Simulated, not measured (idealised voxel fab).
The document below concerns the process module designated voxel transistor to metal.
Square cells of 5 nm make up the cross-section cut, whose width is 200 nm.
Notation: cross-section as square-cell grid; stated in bands, top first, going down; one or more cell rows per band. Band: top height; bottom height; in nm. Then, left to right: material with width in nm, for each material. "throughout": a single material spanning edge to edge. "empty": empty space. Where do heights start? At 0: under that level the wafer as delivered is made of one material only. And the lowest band has no floor; it just carries on downward, as in "0 down". When a width is written as two numbers, as in "30->40", the first number is the width in the top row of cells of the band and the second is the width in its bottom row, and the width changes by the same amount from each row to the next. Given "identical to before" for a step, no cell of the cross-section differs between before and after that step. "Closed void roster" enumerates empty spaces isolated from the top, with no open way to it, that contain at least 8 cells, giving each as width x height at distance from the left edge, all three in nm. If you see something after the settings on a step's line, that's the simulator's own remark about that step. overlay nm: how far to the right of its planned place the mask lay on this masked step (negative: to the left).

[The following list gives the planned process steps]
- 1: RECEIVE,material Si
- 2: CONFORMAL_DEP,material SiO2,thk nm 5
- 3: CONFORMAL_DEP,material SiN,thk nm 15
- 4: PATTERN,tone cover,mask id ACTIVE,material resist,width nm 100,thk nm 15,overlay nm 0
- 5: DIRECTIONAL_ETCH,etch materials SiN,depth nm 15
- 6: DIRECTIONAL_ETCH,etch materials SiO2,depth nm 5
- 7: DIRECTIONAL_ETCH,etch materials Si,depth nm 30
- 8: STRIP,etch materials resist
- 9: OXIDIZE,depth nm 5
- 10: FILL_DEP,material SiO2,thk nm 5
- 11: CMP,height nm 20
- 12: SELECTIVE_ETCH,etch materials SiO2,depth nm 15
- 13: STRIP,etch materials SiN
- 14: SELECTIVE_ETCH,etch materials SiO2,depth nm 5
- 15: OXIDIZE,depth nm 5
- 16: DIRECTIONAL_DEP,material polySi,thk nm 20
- 17: DIRECTIONAL_DEP,material SiCN,thk nm 15
- 18: PATTERN,tone cover,mask id GATE,material resist,width nm 20,thk nm 20,overlay nm 0
- 19: DIRECTIONAL_ETCH,etch materials SiCN,depth nm 25
- 20: DIRECTIONAL_ETCH,etch materials polySi,depth nm 30
- 21: STRIP,etch materials resist
- 22: CONFORMAL_DEP,material SiO2,thk nm 5
- 23: DIRECTIONAL_ETCH,etch materials SiO2,depth nm 5
- 24: CONFORMAL_DEP,material SiN,thk nm 5
- 25: DIRECTIONAL_ETCH,etch materials SiN,depth nm 5
- 26: DIRECTIONAL_ETCH,etch materials SiO2,depth nm 5
- 27: DIRECTIONAL_ETCH,etch materials Si,depth nm 10
- 28: EPI,material pSi,thk nm 15
- 29: FILL_DEP,material SiO2,thk nm 5
- 30: CMP,height nm 35
- 31: DIRECTIONAL_DEP,material SiO2,thk nm 10
- 32: DIRECTIONAL_DEP,material aC,thk nm 15
- 33: PATTERN,tone open,mask id CONTACT,material resist,width nm 30,pitch nm 60,thk nm 30,overlay nm 0
- 34: DIRECTIONAL_ETCH,etch materials aC,depth nm 15
- 35: STRIP,etch materials resist
- 36: DIRECTIONAL_ETCH,etch materials SiO2,depth nm 45
- 37: STRIP,etch materials aC
- 38: CONFORMAL_DEP,material TiN,thk nm 5
- 39: FILL_DEP,material Ru,thk nm 10
- 40: CMP,height nm 45
- 41: DIRECTIONAL_DEP,material TiN,thk nm 5
- 42: DIRECTIONAL_DEP,material W,thk nm 15
- 43: PATTERN,tone cover,mask id METAL_1,material resist,width nm 20,pitch nm 70,thk nm 15,overlay nm 0
- 44: DIRECTIONAL_ETCH,etch materials W,depth nm 15
- 45: DIRECTIONAL_ETCH,etch materials TiN,depth nm 5
- 46: STRIP,etch materials resist
- 47: FILL_DEP,material lowk,thk nm 5
- 48: CMP,height nm 65
- 49: CONFORMAL_DEP,material SiCN,thk nm 5
- 50: DIRECTIONAL_DEP,material lowk,thk nm 30
- 51: MASKED_ETCH,tone open,mask id METAL_2_HOLES,width nm 15,pitch nm 70,etch materials lowk,depth nm 30,overlay nm 0
- 52: MASKED_ETCH,tone open,mask id METAL_2,width nm 20,pitch nm 70,etch materials lowk,depth nm 20,overlay nm 0
- 53: MASKED_ETCH,tone open,mask id METAL_2,width nm 20,pitch nm 70,etch materials SiCN,depth nm 5,overlay nm 0
- 54: CONFORMAL_DEP,material TiN,thk nm 5
- 55: FILL_DEP,material Ru,thk nm 5
- 56: CMP,height nm 100
- 57: CONFORMAL_DEP,material SiN,thk nm 5

[Incoming wafer in cross-section (state: after step 1)]
- 0 down | Si throughout
- Closed void roster: none

[Cross-section at module end, one run error; start and plan unchanged from above]
- 105 to 100 | SiN throughout
- 100 to 85 | 55 of lowk | 5 of TiN | 10 of Ru | 5 of TiN | 50 of lowk | 5 of TiN | 10 of Ru | 5 of TiN | 55 of lowk
- 85 to 80 | 55 of lowk | 5 of TiN | 5 of Ru | 10 of TiN | 50 of lowk | 5 of TiN | 5 of Ru | 10 of TiN | 55 of lowk
- 80 to 70 | 55 of lowk | 5 of TiN | 5 of Ru | 5 of TiN | 55 of lowk | 5 of TiN | 5 of Ru | 5 of TiN | 60 of lowk
- 70 to 65 | 55 of SiCN | 15 of TiN | 55 of SiCN | 15 of TiN | 60 of SiCN
- 65 to 55 | 55 of lowk | 20 of W | 50 of lowk | 20 of W | 55 of lowk
- 55 to 50 | 55 of lowk | 20 of TiN | 50 of lowk | 20 of TiN | 55 of lowk
- 50 to 45 | 60 of TiN | 20 of Ru | 40 of TiN | 20 of Ru | 60 of TiN
- 45 to 35 | 55 of SiO2 | 5 of TiN | 20->15 of Ru | 5->10 of TiN | 30 of SiO2 | 5->10 of TiN | 20->15 of Ru | 5 of TiN | 55 of SiO2
- 35 to 20 | 55 of SiO2 | 5 of TiN | 15 of Ru | 5 of TiN | 5 of SiN | 5 of SiO2 | 20 of SiCN | 5 of SiO2 | 5 of SiN | 5 of TiN | 15 of Ru | 5 of TiN | 55 of SiO2
- 20 to 15 | 55 of SiO2 | 5 of TiN | 15 of Ru | 5 of TiN | 5 of SiN | 5 of SiO2 | 20 of polySi | 5 of SiO2 | 5 of SiN | 5 of TiN | 15 of Ru | 5 of TiN | 55 of SiO2
- 15 to 10 | 55 of SiO2 | 25 of TiN | 5 of SiN | 5 of SiO2 | 20 of polySi | 5 of SiO2 | 5 of SiN | 25 of TiN | 55 of SiO2
- 10 to 0 | 55 of SiO2 | 10 of TiN | 15 of pSi | 5 of SiN | 5 of SiO2 | 20 of polySi | 5 of SiO2 | 5 of SiN | 15 of pSi | 10 of TiN | 55 of SiO2
- 0 to -5 | 50 of SiO2 | 30 of pSi | 40 of SiO2 | 30 of pSi | 50 of SiO2
- -5 to -15 | 55 of SiO2 | 25 of pSi | 40 of Si | 25 of pSi | 55 of SiO2
- -15 to -35 | 55 of SiO2 | 90 of Si | 55 of SiO2
- -35 down | Si throughout
- Closed void roster: none
Heads up, the wafer didn't run the way we planned it: step 40 did not happen as planned, as run it was CMP,height nm 50
